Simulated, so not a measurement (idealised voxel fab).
Name of the process module below: voxel wiring stack
Section shown: cut. Width: 240 nm. Cell size: 5 nm, square.
Cross-section, as written here: a square-cell grid given band by band from the top down, where a band holds one or more rows of cells. This entry defines a band. It first specifies the height of the band's top and the height of its bottom in nm, and then specifies the band's materials from left to right, stating each material with its width in nm. The word "everywhere" identifies a single material that fills the band from edge to edge, while the word "air" identifies empty space. Height reference: 0 = level under which incoming wafer is all one material. Lowest band: no bottom, runs on downward, e.g. "0..down". It should be noted that a width expressed as "30..40" varies in equal increments from row to row of cells within the band, taking the value of the first number at the top row and that of the second number at the bottom row. "remained unchanged" (step): cross-section cells unchanged, all of them. The entry "Voids, sealed" lists the empty spaces that cover at least 8 cells and have no open path to the top. Each is written as width x height at distance, where the distance is measured from the left edge and all three values are in nm. If you see something after the settings on a step's line, that's the simulator's own remark about that step. Steps that use a mask can have "overlay nm" on their line. It says how far the mask sat to the right of where it was meant to be. Negative means to the left.

## Below is the list of planned process steps
- 1: RECEIVE | material Si
- 2: CONFORMAL_DEP | material SiO2 | thk nm 15
- 3: DIRECTIONAL_DEP | material TiN | thk nm 5
- 4: DIRECTIONAL_DEP | material W | thk nm 20
- 5: PATTERN | tone cover | mask id METAL_1 | material resist | width nm 25 | pitch nm 45 | thk nm 15 | overlay nm 0
- 6: DIRECTIONAL_ETCH | etch materials W | depth nm 20
- 7: DIRECTIONAL_ETCH | etch materials TiN | depth nm 5
- 8: STRIP | etch materials resist
- 9: FILL_DEP | material SiO2 | thk nm 10
- 10: CMP | height nm 40
- 11: CONFORMAL_DEP | material SiCN | thk nm 5
- 12: DIRECTIONAL_DEP | material SiO2 | thk nm 25
- 13: MASKED_ETCH | tone open | mask id METAL_2_HOLES | width nm 15 | pitch nm 90 | etch materials SiO2 | depth nm 25 | overlay nm 0
- 14: PATTERN | tone open | mask id METAL_2 | material resist | width nm 25 | pitch nm 45 | thk nm 15 | overlay nm 0
- 15: DIRECTIONAL_ETCH | etch materials SiO2 | depth nm 15
- 16: DIRECTIONAL_ETCH | etch materials SiCN | depth nm 5
- 17: STRIP | etch materials resist
- 18: CONFORMAL_DEP | material TiN | thk nm 5
- 19: FILL_DEP | material Cu | thk nm 10
- 20: CMP | height nm 70
- 21: CONFORMAL_DEP | material SiCN | thk nm 5
- 22: DIRECTIONAL_DEP | material SiO2 | thk nm 35
- 23: DIRECTIONAL_DEP | material aC | thk nm 15
- 24: PATTERN | tone open | mask id METAL_3 | material resist | width nm 25 | pitch nm 45 | thk nm 35 | overlay nm 0
- 25: DIRECTIONAL_ETCH | etch materials aC | depth nm 15
- 26: STRIP | etch materials resist
- 27: DIRECTIONAL_ETCH | etch materials SiO2 | depth nm 20
- 28: STRIP | etch materials aC
- 29: PATTERN | tone open | mask id METAL_3_HOLES | material resist | width nm 15 | pitch nm 90 | thk nm 20 | overlay nm 0
- 30: DIRECTIONAL_ETCH | etch materials SiO2 | depth nm 15
- 31: DIRECTIONAL_ETCH | etch materials SiCN | depth nm 5
- 32: STRIP | etch materials resist
- 33: CONFORMAL_DEP | material TiN | thk nm 5
- 34: FILL_DEP | material Ru | thk nm 10
- 35: CMP | height nm 110
- 36: CONFORMAL_DEP | material SiCN | thk nm 5
- 37: DIRECTIONAL_DEP | material SiO2 | thk nm 25
- 38: DIRECTIONAL_DEP | material aC | thk nm 15
- 39: PATTERN | tone open | mask id METAL_4 | material resist | width nm 25 | pitch nm 45 | thk nm 30 | overlay nm 0
- 40: DIRECTIONAL_ETCH | etch materials aC | depth nm 15
- 41: STRIP | etch materials resist
- 42: DIRECTIONAL_ETCH | etch materials SiO2 | depth nm 15
- 43: STRIP | etch materials aC
- 44: PATTERN | tone open | mask id METAL_4_HOLES | material resist | width nm 15 | pitch nm 90 | thk nm 20 | overlay nm 0
- 45: DIRECTIONAL_ETCH | etch materials SiO2 | depth nm 10
- 46: DIRECTIONAL_ETCH | etch materials SiCN | depth nm 5
- 47: STRIP | etch materials resist
- 48: CONFORMAL_DEP | material TiN | thk nm 5
- 49: FILL_DEP | material Cu | thk nm 10
- 50: CMP | height nm 140
- 51: CONFORMAL_DEP | material SiN | thk nm 5

## The following pertains to the first of two wafers, which was processed as planned

## Cross-section of the incoming wafer, state after step 1
0..down  Si everywhere
Voids, sealed: none

## Cross-section: wafer state after step 2
15..0  SiO2 everywhere
All layers under 0 are left as they were.

## Cross-section: wafer state after step 3
20..15  TiN everywhere
All layers under 15 are left as they were.

## Cross-section: wafer state after step 4
40..20  W everywhere
All layers under 20 are left as they were.

## Cross-section: wafer state after step 5
55..40  air (60)  resist (25)  air (20)  resist (25)  air (20)  resist (25)  air (65)
All layers under 40 are left as they were.

## Cross-section: wafer state after step 6
55..40  air (60)  resist (25)  air (20)  resist (25)  air (20)  resist (25)  air (65)
40..20  air (60)  W (25)  air (20)  W (25)  air (20)  W (25)  air (65)
All layers under 20 are left as they were.

## Cross-section: wafer state after step 7
55..40  air (60)  resist (25)  air (20)  resist (25)  air (20)  resist (25)  air (65)
40..20  air (60)  W (25)  air (20)  W (25)  air (20)  W (25)  air (65)
20..15  air (60)  TiN (25)  air (20)  TiN (25)  air (20)  TiN (25)  air (65)
All layers under 15 are left as they were.

## Cross-section: wafer state after step 8
40..20  air (60)  W (25)  air (20)  W (25)  air (20)  W (25)  air (65)
All layers under 20 are left as they were.

## Cross-section: wafer state after step 9
50..40  SiO2 everywhere
40..20  SiO2 (60)  W (25)  SiO2 (20)  W (25)  SiO2 (20)  W (25)  SiO2 (65)
20..15  SiO2 (60)  TiN (25)  SiO2 (20)  TiN (25)  SiO2 (20)  TiN (25)  SiO2 (65)
All layers under 15 are left as they were.

## Cross-section: wafer state after step 10
40..20  SiO2 (60)  W (25)  SiO2 (20)  W (25)  SiO2 (20)  W (25)  SiO2 (65)
All layers under 20 are left as they were.

## Cross-section: wafer state after step 11
45..40  SiCN everywhere
All layers under 40 are left as they were.

## Cross-section: wafer state after step 12
70..45  SiO2 everywhere
All layers under 45 are left as they were.

## Cross-section: wafer state after step 13
70..45  SiO2 (60)  air (15)  SiO2 (75)  air (15)  SiO2 (75)
All layers under 45 are left as they were.

## Cross-section: wafer state after step 14
85..70  resist (60)  air (25)  resist (20)  air (25)  resist (20)  air (25)  resist (65)
All layers under 70 are left as they were.

## Cross-section: wafer state after step 15
85..70  resist (60)  air (25)  resist (20)  air (25)  resist (20)  air (25)  resist (65)
70..55  SiO2 (60)  air (25)  SiO2 (20)  air (25)  SiO2 (20)  air (25)  SiO2 (65)
All layers under 55 are left as they were.

## Cross-section: wafer state after step 16
85..70  resist (60)  air (25)  resist (20)  air (25)  resist (20)  air (25)  resist (65)
70..55  SiO2 (60)  air (25)  SiO2 (20)  air (25)  SiO2 (20)  air (25)  SiO2 (65)
55..45  SiO2 (60)  air (15)  SiO2 (75)  air (15)  SiO2 (75)
45..40  SiCN (60)  air (15)  SiCN (75)  air (15)  SiCN (75)
All layers under 40 are left as they were.

## Cross-section: wafer state after step 17
70..55  SiO2 (60)  air (25)  SiO2 (20)  air (25)  SiO2 (20)  air (25)  SiO2 (65)
All layers under 55 are left as they were.

## Cross-section: wafer state after step 18
75..70  TiN (65)  air (15)  TiN (30)  air (15)  TiN (30)  air (15)  TiN (70)
70..60  SiO2 (60)  TiN (5)  air (15)  TiN (5)  SiO2 (20)  TiN (5)  air (15)  TiN (5)  SiO2 (20)  TiN (5)  air (15)  TiN (5)  SiO2 (65)
60..55  SiO2 (60)  TiN (5)  air (5)  TiN (15)  SiO2 (20)  TiN (25)  SiO2 (20)  TiN (5)  air (5)  TiN (15)  SiO2 (65)
55..45  SiO2 (60)  TiN (5)  air (5)  TiN (5)  SiO2 (75)  TiN (5)  air (5)  TiN (5)  SiO2 (75)
45..40  SiCN (60)  TiN (15)  SiCN (75)  TiN (15)  SiCN (75)
All layers under 40 are left as they were.

## Cross-section: wafer state after step 19
85..75  Cu everywhere
75..70  TiN (65)  Cu (15)  TiN (30)  Cu (15)  TiN (30)  Cu (15)  TiN (70)
70..60  SiO2 (60)  TiN (5)  Cu (15)  TiN (5)  SiO2 (20)  TiN (5)  Cu (15)  TiN (5)  SiO2 (20)  TiN (5)  Cu (15)  TiN (5)  SiO2 (65)
60..55  SiO2 (60)  TiN (5)  Cu (5)  TiN (15)  SiO2 (20)  TiN (25)  SiO2 (20)  TiN (5)  Cu (5)  TiN (15)  SiO2 (65)
55..45  SiO2 (60)  TiN (5)  Cu (5)  TiN (5)  SiO2 (75)  TiN (5)  Cu (5)  TiN (5)  SiO2 (75)
All layers under 45 are left as they were.

## Cross-section: wafer state after step 20
70..60  SiO2 (60)  TiN (5)  Cu (15)  TiN (5)  SiO2 (20)  TiN (5)  Cu (15)  TiN (5)  SiO2 (20)  TiN (5)  Cu (15)  TiN (5)  SiO2 (65)
All layers under 60 are left as they were.

## Cross-section: wafer state after step 21
75..70  SiCN everywhere
All layers under 70 are left as they were.

## Cross-section: wafer state after step 22
110..75  SiO2 everywhere
All layers under 75 are left as they were.

## Cross-section: wafer state after step 23
125..110  aC everywhere
All layers under 110 are left as they were.

## Cross-section: wafer state after step 24
160..125  resist (60)  air (25)  resist (20)  air (25)  resist (20)  air (25)  resist (65)
All layers under 125 are left as they were.

## Cross-section: wafer state after step 25
145..125  resist (60)  air (25)  resist (20)  air (25)  resist (20)  air (25)  resist (65)
125..110  aC (60)  air (25)  aC (20)  air (25)  aC (20)  air (25)  aC (65)
All layers under 110 are left as they were.

## Cross-section: wafer state after step 26
125..110  aC (60)  air (25)  aC (20)  air (25)  aC (20)  air (25)  aC (65)
All layers under 110 are left as they were.

## Cross-section: wafer state after step 27
125..110  aC (60)  air (25)  aC (20)  air (25)  aC (20)  air (25)  aC (65)
110..90  SiO2 (60)  air (25)  SiO2 (20)  air (25)  SiO2 (20)  air (25)  SiO2 (65)
All layers under 90 are left as they were.

## Cross-section: wafer state after step 28
110..90  SiO2 (60)  air (25)  SiO2 (20)  air (25)  SiO2 (20)  air (25)  SiO2 (65)
All layers under 90 are left as they were.

## Cross-section: wafer state after step 29
130..110  resist (60)  air (15)  resist (75)  air (15)  resist (75)
110..90  SiO2 (60)  air (15)  resist (10)  SiO2 (20)  resist (25)  SiO2 (20)  air (15)  resist (10)  SiO2 (65)
All layers under 90 are left as they were.

## Cross-section: wafer state after step 30
130..110  resist (60)  air (15)  resist (75)  air (15)  resist (75)
110..90  SiO2 (60)  air (15)  resist (10)  SiO2 (20)  resist (25)  SiO2 (20)  air (15)  resist (10)  SiO2 (65)
90..75  SiO2 (60)  air (15)  SiO2 (75)  air (15)  SiO2 (75)
All layers under 75 are left as they were.

## Cross-section: wafer state after step 31
130..110  resist (60)  air (15)  resist (75)  air (15)  resist (75)
110..90  SiO2 (60)  air (15)  resist (10)  SiO2 (20)  resist (25)  SiO2 (20)  air (15)  resist (10)  SiO2 (65)
90..75  SiO2 (60)  air (15)  SiO2 (75)  air (15)  SiO2 (75)
75..70  SiCN (60)  air (15)  SiCN (75)  air (15)  SiCN (75)
All layers under 70 are left as they were.

## Cross-section: wafer state after step 32
110..90  SiO2 (60)  air (25)  SiO2 (20)  air (25)  SiO2 (20)  air (25)  SiO2 (65)
All layers under 90 are left as they were.

## Cross-section: wafer state after step 33
115..110  TiN (65)  air (15)  TiN (30)  air (15)  TiN (30)  air (15)  TiN (70)
110..95  SiO2 (60)  TiN (5)  air (15)  TiN (5)  SiO2 (20)  TiN (5)  air (15)  TiN (5)  SiO2 (20)  TiN (5)  air (15)  TiN (5)  SiO2 (65)
95..90  SiO2 (60)  TiN (5)  air (5)  TiN (15)  SiO2 (20)  TiN (25)  SiO2 (20)  TiN (5)  air (5)  TiN (15)  SiO2 (65)
90..75  SiO2 (60)  TiN (5)  air (5)  TiN (5)  SiO2 (75)  TiN (5)  air (5)  TiN (5)  SiO2 (75)
75..70  SiCN (60)  TiN (15)  SiCN (75)  TiN (15)  SiCN (75)
All layers under 70 are left as they were.

## Cross-section: wafer state after step 34
125..115  Ru everywhere
115..110  TiN (65)  Ru (15)  TiN (30)  Ru (15)  TiN (30)  Ru (15)  TiN (70)
110..95  SiO2 (60)  TiN (5)  Ru (15)  TiN (5)  SiO2 (20)  TiN (5)  Ru (15)  TiN (5)  SiO2 (20)  TiN (5)  Ru (15)  TiN (5)  SiO2 (65)
95..90  SiO2 (60)  TiN (5)  Ru (5)  TiN (15)  SiO2 (20)  TiN (25)  SiO2 (20)  TiN (5)  Ru (5)  TiN (15)  SiO2 (65)
90..75  SiO2 (60)  TiN (5)  Ru (5)  TiN (5)  SiO2 (75)  TiN (5)  Ru (5)  TiN (5)  SiO2 (75)
All layers under 75 are left as they were.

## Cross-section: wafer state after step 35
110..95  SiO2 (60)  TiN (5)  Ru (15)  TiN (5)  SiO2 (20)  TiN (5)  Ru (15)  TiN (5)  SiO2 (20)  TiN (5)  Ru (15)  TiN (5)  SiO2 (65)
All layers under 95 are left as they were.

## Cross-section: wafer state after step 36
115..110  SiCN everywhere
All layers under 110 are left as they were.

## Cross-section: wafer state after step 37
140..115  SiO2 everywhere
All layers under 115 are left as they were.

## Cross-section: wafer state after step 38
155..140  aC everywhere
All layers under 140 are left as they were.

## Cross-section: wafer state after step 39
185..155  resist (60)  air (25)  resist (20)  air (25)  resist (20)  air (25)  resist (65)
All layers under 155 are left as they were.

## Cross-section: wafer state after step 40
170..155  resist (60)  air (25)  resist (20)  air (25)  resist (20)  air (25)  resist (65)
155..140  aC (60)  air (25)  aC (20)  air (25)  aC (20)  air (25)  aC (65)
All layers under 140 are left as they were.

## Cross-section: wafer state after step 41
155..140  aC (60)  air (25)  aC (20)  air (25)  aC (20)  air (25)  aC (65)
All layers under 140 are left as they were.

## Cross-section: wafer state after step 42
155..140  aC (60)  air (25)  aC (20)  air (25)  aC (20)  air (25)  aC (65)
140..125  SiO2 (60)  air (25)  SiO2 (20)  air (25)  SiO2 (20)  air (25)  SiO2 (65)
All layers under 125 are left as they were.

## Cross-section: wafer state after step 43
140..125  SiO2 (60)  air (25)  SiO2 (20)  air (25)  SiO2 (20)  air (25)  SiO2 (65)
All layers under 125 are left as they were.

## Cross-section: wafer state after step 44
160..140  resist (60)  air (15)  resist (75)  air (15)  resist (75)
140..125  SiO2 (60)  air (15)  resist (10)  SiO2 (20)  resist (25)  SiO2 (20)  air (15)  resist (10)  SiO2 (65)
All layers under 125 are left as they were.

## Cross-section: wafer state after step 45
160..140  resist (60)  air (15)  resist (75)  air (15)  resist (75)
140..125  SiO2 (60)  air (15)  resist (10)  SiO2 (20)  resist (25)  SiO2 (20)  air (15)  resist (10)  SiO2 (65)
125..115  SiO2 (60)  air (15)  SiO2 (75)  air (15)  SiO2 (75)
All layers under 115 are left as they were.

## Cross-section: wafer state after step 46
160..140  resist (60)  air (15)  resist (75)  air (15)  resist (75)
140..125  SiO2 (60)  air (15)  resist (10)  SiO2 (20)  resist (25)  SiO2 (20)  air (15)  resist (10)  SiO2 (65)
125..115  SiO2 (60)  air (15)  SiO2 (75)  air (15)  SiO2 (75)
115..110  SiCN (60)  air (15)  SiCN (75)  air (15)  SiCN (75)
All layers under 110 are left as they were.

## Cross-section: wafer state after step 47
140..125  SiO2 (60)  air (25)  SiO2 (20)  air (25)  SiO2 (20)  air (25)  SiO2 (65)
All layers under 125 are left as they were.

## Cross-section: wafer state after step 48
145..140  TiN (65)  air (15)  TiN (30)  air (15)  TiN (30)  air (15)  TiN (70)
140..130  SiO2 (60)  TiN (5)  air (15)  TiN (5)  SiO2 (20)  TiN (5)  air (15)  TiN (5)  SiO2 (20)  TiN (5)  air (15)  TiN (5)  SiO2 (65)
130..125  SiO2 (60)  TiN (5)  air (5)  TiN (15)  SiO2 (20)  TiN (25)  SiO2 (20)  TiN (5)  air (5)  TiN (15)  SiO2 (65)
125..115  SiO2 (60)  TiN (5)  air (5)  TiN (5)  SiO2 (75)  TiN (5)  air (5)  TiN (5)  SiO2 (75)
115..110  SiCN (60)  TiN (15)  SiCN (75)  TiN (15)  SiCN (75)
All layers under 110 are left as they were.

## Cross-section: wafer state after step 49
155..145  Cu everywhere
145..140  TiN (65)  Cu (15)  TiN (30)  Cu (15)  TiN (30)  Cu (15)  TiN (70)
140..130  SiO2 (60)  TiN (5)  Cu (15)  TiN (5)  SiO2 (20)  TiN (5)  Cu (15)  TiN (5)  SiO2 (20)  TiN (5)  Cu (15)  TiN (5)  SiO2 (65)
130..125  SiO2 (60)  TiN (5)  Cu (5)  TiN (15)  SiO2 (20)  TiN (25)  SiO2 (20)  TiN (5)  Cu (5)  TiN (15)  SiO2 (65)
125..115  SiO2 (60)  TiN (5)  Cu (5)  TiN (5)  SiO2 (75)  TiN (5)  Cu (5)  TiN (5)  SiO2 (75)
All layers under 115 are left as they were.

## Cross-section: wafer state after step 50
140..130  SiO2 (60)  TiN (5)  Cu (15)  TiN (5)  SiO2 (20)  TiN (5)  Cu (15)  TiN (5)  SiO2 (20)  TiN (5)  Cu (15)  TiN (5)  SiO2 (65)
All layers under 130 are left as they were.

## Cross-section: wafer state after step 51
145..140  SiN everywhere
All layers under 140 are left as they were.

## second wafer: like start, like plan, one mistake. Through step 12 it matches the first wafer

## The second wafer cut through, at the time step 13 was supposed to be finished
70..45  air (60)  SiO2 (15)  air (75)  SiO2 (15)  air (75)
All layers under 45 are left as they were.

## The second wafer cut through, at the time step 14 was supposed to be finished
85..70  resist (60)  air (25)  resist (20)  air (25)  resist (20)  air (25)  resist (65)
70..45  resist (60)  SiO2 (15)  air (10)  resist (20)  air (25)  resist (20)  SiO2 (15)  air (10)  resist (65)
All layers under 45 are left as they were.

## The second wafer cut through, at the time step 15 was supposed to be finished
85..55  resist (60)  air (25)  resist (20)  air (25)  resist (20)  air (25)  resist (65)
All layers under 55 are left as they were.

## The second wafer cut through, at the time step 16 was supposed to be finished
85..55  resist (60)  air (25)  resist (20)  air (25)  resist (20)  air (25)  resist (65)
55..45  resist (60)  SiO2 (15)  air (10)  resist (20)  air (25)  resist (20)  SiO2 (15)  air (10)  resist (65)
45..40  SiCN (75)  air (10)  SiCN (20)  air (25)  SiCN (35)  air (10)  SiCN (65)
All layers under 40 are left as they were.

## The second wafer cut through, at the time step 17 was supposed to be finished
55..45  air (60)  SiO2 (15)  air (75)  SiO2 (15)  air (75)
All layers under 45 are left as they were.

## The second wafer cut through, at the time step 18 was supposed to be finished
60..55  air (55)  TiN (25)  air (65)  TiN (25)  air (70)
55..50  air (55)  TiN (5)  SiO2 (15)  TiN (5)  air (65)  TiN (5)  SiO2 (15)  TiN (5)  air (70)
50..45  TiN (60)  SiO2 (15)  TiN (35)  air (15)  TiN (25)  SiO2 (15)  TiN (75)
45..40  SiCN (75)  TiN (10)  SiCN (20)  TiN (25)  SiCN (35)  TiN (10)  SiCN (65)
All layers under 40 are left as they were.

## The second wafer cut through, at the time step 19 was supposed to be finished
70..60  Cu everywhere
60..55  Cu (55)  TiN (25)  Cu (65)  TiN (25)  Cu (70)
55..50  Cu (55)  TiN (5)  SiO2 (15)  TiN (5)  Cu (65)  TiN (5)  SiO2 (15)  TiN (5)  Cu (70)
50..45  TiN (60)  SiO2 (15)  TiN (35)  Cu (15)  TiN (25)  SiO2 (15)  TiN (75)
All layers under 45 are left as they were.

The second wafer cut through, at the time step 20 was supposed to be finished: remained unchanged

## The second wafer cut through, at the time step 21 was supposed to be finished
75..70  SiCN everywhere
All layers under 70 are left as they were.

## The second wafer cut through, at the time step 22 was supposed to be finished
110..75  SiO2 everywhere
All layers under 75 are left as they were.

## The second wafer cut through, at the time step 23 was supposed to be finished
125..110  aC everywhere
All layers under 110 are left as they were.

## The second wafer cut through, at the time step 24 was supposed to be finished
160..125  resist (60)  air (25)  resist (20)  air (25)  resist (20)  air (25)  resist (65)
All layers under 125 are left as they were.

## The second wafer cut through, at the time step 25 was supposed to be finished
145..125  resist (60)  air (25)  resist (20)  air (25)  resist (20)  air (25)  resist (65)
125..110  aC (60)  air (25)  aC (20)  air (25)  aC (20)  air (25)  aC (65)
All layers under 110 are left as they were.

## The second wafer cut through, at the time step 26 was supposed to be finished
125..110  aC (60)  air (25)  aC (20)  air (25)  aC (20)  air (25)  aC (65)
All layers under 110 are left as they were.

## The second wafer cut through, at the time step 27 was supposed to be finished
125..110  aC (60)  air (25)  aC (20)  air (25)  aC (20)  air (25)  aC (65)
110..90  SiO2 (60)  air (25)  SiO2 (20)  air (25)  SiO2 (20)  air (25)  SiO2 (65)
All layers under 90 are left as they were.

## The second wafer cut through, at the time step 28 was supposed to be finished
110..90  SiO2 (60)  air (25)  SiO2 (20)  air (25)  SiO2 (20)  air (25)  SiO2 (65)
All layers under 90 are left as they were.

## The second wafer cut through, at the time step 29 was supposed to be finished
130..110  resist (60)  air (15)  resist (75)  air (15)  resist (75)
110..90  SiO2 (60)  air (15)  resist (10)  SiO2 (20)  resist (25)  SiO2 (20)  air (15)  resist (10)  SiO2 (65)
All layers under 90 are left as they were.

## The second wafer cut through, at the time step 30 was supposed to be finished
130..110  resist (60)  air (15)  resist (75)  air (15)  resist (75)
110..90  SiO2 (60)  air (15)  resist (10)  SiO2 (20)  resist (25)  SiO2 (20)  air (15)  resist (10)  SiO2 (65)
90..75  SiO2 (60)  air (15)  SiO2 (75)  air (15)  SiO2 (75)
All layers under 75 are left as they were.

## The second wafer cut through, at the time step 31 was supposed to be finished
130..110  resist (60)  air (15)  resist (75)  air (15)  resist (75)
110..90  SiO2 (60)  air (15)  resist (10)  SiO2 (20)  resist (25)  SiO2 (20)  air (15)  resist (10)  SiO2 (65)
90..75  SiO2 (60)  air (15)  SiO2 (75)  air (15)  SiO2 (75)
75..70  SiCN (60)  air (15)  SiCN (75)  air (15)  SiCN (75)
All layers under 70 are left as they were.

## The second wafer cut through, at the time step 32 was supposed to be finished
110..90  SiO2 (60)  air (25)  SiO2 (20)  air (25)  SiO2 (20)  air (25)  SiO2 (65)
All layers under 90 are left as they were.

## The second wafer cut through, at the time step 33 was supposed to be finished
115..110  TiN (65)  air (15)  TiN (30)  air (15)  TiN (30)  air (15)  TiN (70)
110..95  SiO2 (60)  TiN (5)  air (15)  TiN (5)  SiO2 (20)  TiN (5)  air (15)  TiN (5)  SiO2 (20)  TiN (5)  air (15)  TiN (5)  SiO2 (65)
95..90  SiO2 (60)  TiN (5)  air (5)  TiN (15)  SiO2 (20)  TiN (25)  SiO2 (20)  TiN (5)  air (5)  TiN (15)  SiO2 (65)
90..75  SiO2 (60)  TiN (5)  air (5)  TiN (5)  SiO2 (75)  TiN (5)  air (5)  TiN (5)  SiO2 (75)
75..70  SiCN (60)  TiN (15)  SiCN (75)  TiN (15)  SiCN (75)
All layers under 70 are left as they were.

## The second wafer cut through, at the time step 34 was supposed to be finished
125..115  Ru everywhere
115..110  TiN (65)  Ru (15)  TiN (30)  Ru (15)  TiN (30)  Ru (15)  TiN (70)
110..95  SiO2 (60)  TiN (5)  Ru (15)  TiN (5)  SiO2 (20)  TiN (5)  Ru (15)  TiN (5)  SiO2 (20)  TiN (5)  Ru (15)  TiN (5)  SiO2 (65)
95..90  SiO2 (60)  TiN (5)  Ru (5)  TiN (15)  SiO2 (20)  TiN (25)  SiO2 (20)  TiN (5)  Ru (5)  TiN (15)  SiO2 (65)
90..75  SiO2 (60)  TiN (5)  Ru (5)  TiN (5)  SiO2 (75)  TiN (5)  Ru (5)  TiN (5)  SiO2 (75)
All layers under 75 are left as they were.

## The second wafer cut through, at the time step 35 was supposed to be finished
110..95  SiO2 (60)  TiN (5)  Ru (15)  TiN (5)  SiO2 (20)  TiN (5)  Ru (15)  TiN (5)  SiO2 (20)  TiN (5)  Ru (15)  TiN (5)  SiO2 (65)
All layers under 95 are left as they were.

## The second wafer cut through, at the time step 36 was supposed to be finished
115..110  SiCN everywhere
All layers under 110 are left as they were.

## The second wafer cut through, at the time step 37 was supposed to be finished
140..115  SiO2 everywhere
All layers under 115 are left as they were.

## The second wafer cut through, at the time step 38 was supposed to be finished
155..140  aC everywhere
All layers under 140 are left as they were.

## The second wafer cut through, at the time step 39 was supposed to be finished
185..155  resist (60)  air (25)  resist (20)  air (25)  resist (20)  air (25)  resist (65)
All layers under 155 are left as they were.

## The second wafer cut through, at the time step 40 was supposed to be finished
170..155  resist (60)  air (25)  resist (20)  air (25)  resist (20)  air (25)  resist (65)
155..140  aC (60)  air (25)  aC (20)  air (25)  aC (20)  air (25)  aC (65)
All layers under 140 are left as they were.

## The second wafer cut through, at the time step 41 was supposed to be finished
155..140  aC (60)  air (25)  aC (20)  air (25)  aC (20)  air (25)  aC (65)
All layers under 140 are left as they were.

## The second wafer cut through, at the time step 42 was supposed to be finished
155..140  aC (60)  air (25)  aC (20)  air (25)  aC (20)  air (25)  aC (65)
140..125  SiO2 (60)  air (25)  SiO2 (20)  air (25)  SiO2 (20)  air (25)  SiO2 (65)
All layers under 125 are left as they were.

## The second wafer cut through, at the time step 43 was supposed to be finished
140..125  SiO2 (60)  air (25)  SiO2 (20)  air (25)  SiO2 (20)  air (25)  SiO2 (65)
All layers under 125 are left as they were.

## The second wafer cut through, at the time step 44 was supposed to be finished
160..140  resist (60)  air (15)  resist (75)  air (15)  resist (75)
140..125  SiO2 (60)  air (15)  resist (10)  SiO2 (20)  resist (25)  SiO2 (20)  air (15)  resist (10)  SiO2 (65)
All layers under 125 are left as they were.

## The second wafer cut through, at the time step 45 was supposed to be finished
160..140  resist (60)  air (15)  resist (75)  air (15)  resist (75)
140..125  SiO2 (60)  air (15)  resist (10)  SiO2 (20)  resist (25)  SiO2 (20)  air (15)  resist (10)  SiO2 (65)
125..115  SiO2 (60)  air (15)  SiO2 (75)  air (15)  SiO2 (75)
All layers under 115 are left as they were.

## The second wafer cut through, at the time step 46 was supposed to be finished
160..140  resist (60)  air (15)  resist (75)  air (15)  resist (75)
140..125  SiO2 (60)  air (15)  resist (10)  SiO2 (20)  resist (25)  SiO2 (20)  air (15)  resist (10)  SiO2 (65)
125..115  SiO2 (60)  air (15)  SiO2 (75)  air (15)  SiO2 (75)
115..110  SiCN (60)  air (15)  SiCN (75)  air (15)  SiCN (75)
All layers under 110 are left as they were.

## The second wafer cut through, at the time step 47 was supposed to be finished
140..125  SiO2 (60)  air (25)  SiO2 (20)  air (25)  SiO2 (20)  air (25)  SiO2 (65)
All layers under 125 are left as they were.

## The second wafer cut through, at the time step 48 was supposed to be finished
145..140  TiN (65)  air (15)  TiN (30)  air (15)  TiN (30)  air (15)  TiN (70)
140..130  SiO2 (60)  TiN (5)  air (15)  TiN (5)  SiO2 (20)  TiN (5)  air (15)  TiN (5)  SiO2 (20)  TiN (5)  air (15)  TiN (5)  SiO2 (65)
130..125  SiO2 (60)  TiN (5)  air (5)  TiN (15)  SiO2 (20)  TiN (25)  SiO2 (20)  TiN (5)  air (5)  TiN (15)  SiO2 (65)
125..115  SiO2 (60)  TiN (5)  air (5)  TiN (5)  SiO2 (75)  TiN (5)  air (5)  TiN (5)  SiO2 (75)
115..110  SiCN (60)  TiN (15)  SiCN (75)  TiN (15)  SiCN (75)
All layers under 110 are left as they were.

## The second wafer cut through, at the time step 49 was supposed to be finished
155..145  Cu everywhere
145..140  TiN (65)  Cu (15)  TiN (30)  Cu (15)  TiN (30)  Cu (15)  TiN (70)
140..130  SiO2 (60)  TiN (5)  Cu (15)  TiN (5)  SiO2 (20)  TiN (5)  Cu (15)  TiN (5)  SiO2 (20)  TiN (5)  Cu (15)  TiN (5)  SiO2 (65)
130..125  SiO2 (60)  TiN (5)  Cu (5)  TiN (15)  SiO2 (20)  TiN (25)  SiO2 (20)  TiN (5)  Cu (5)  TiN (15)  SiO2 (65)
125..115  SiO2 (60)  TiN (5)  Cu (5)  TiN (5)  SiO2 (75)  TiN (5)  Cu (5)  TiN (5)  SiO2 (75)
All layers under 115 are left as they were.

## The second wafer cut through, at the time step 50 was supposed to be finished
140..130  SiO2 (60)  TiN (5)  Cu (15)  TiN (5)  SiO2 (20)  TiN (5)  Cu (15)  TiN (5)  SiO2 (20)  TiN (5)  Cu (15)  TiN (5)  SiO2 (65)
All layers under 130 are left as they were.

## The second wafer cut through, at the time step 51 was supposed to be finished
145..140  SiN everywhere
All layers under 140 are left as they were.
What broke from the plan during processing? step 13 was not run as planned; what actually ran was MASKED_ETCH | tone cover | mask id METAL_2_HOLES | width nm 15 | pitch nm 90 | etch materials SiO2 | depth nm 25 | overlay nm 0
Materials where the second wafer ends with more or fewer cells than the first: 151 more of Cu, 3 fewer of SiCN, 171 fewer of SiO2, 23 more of TiN
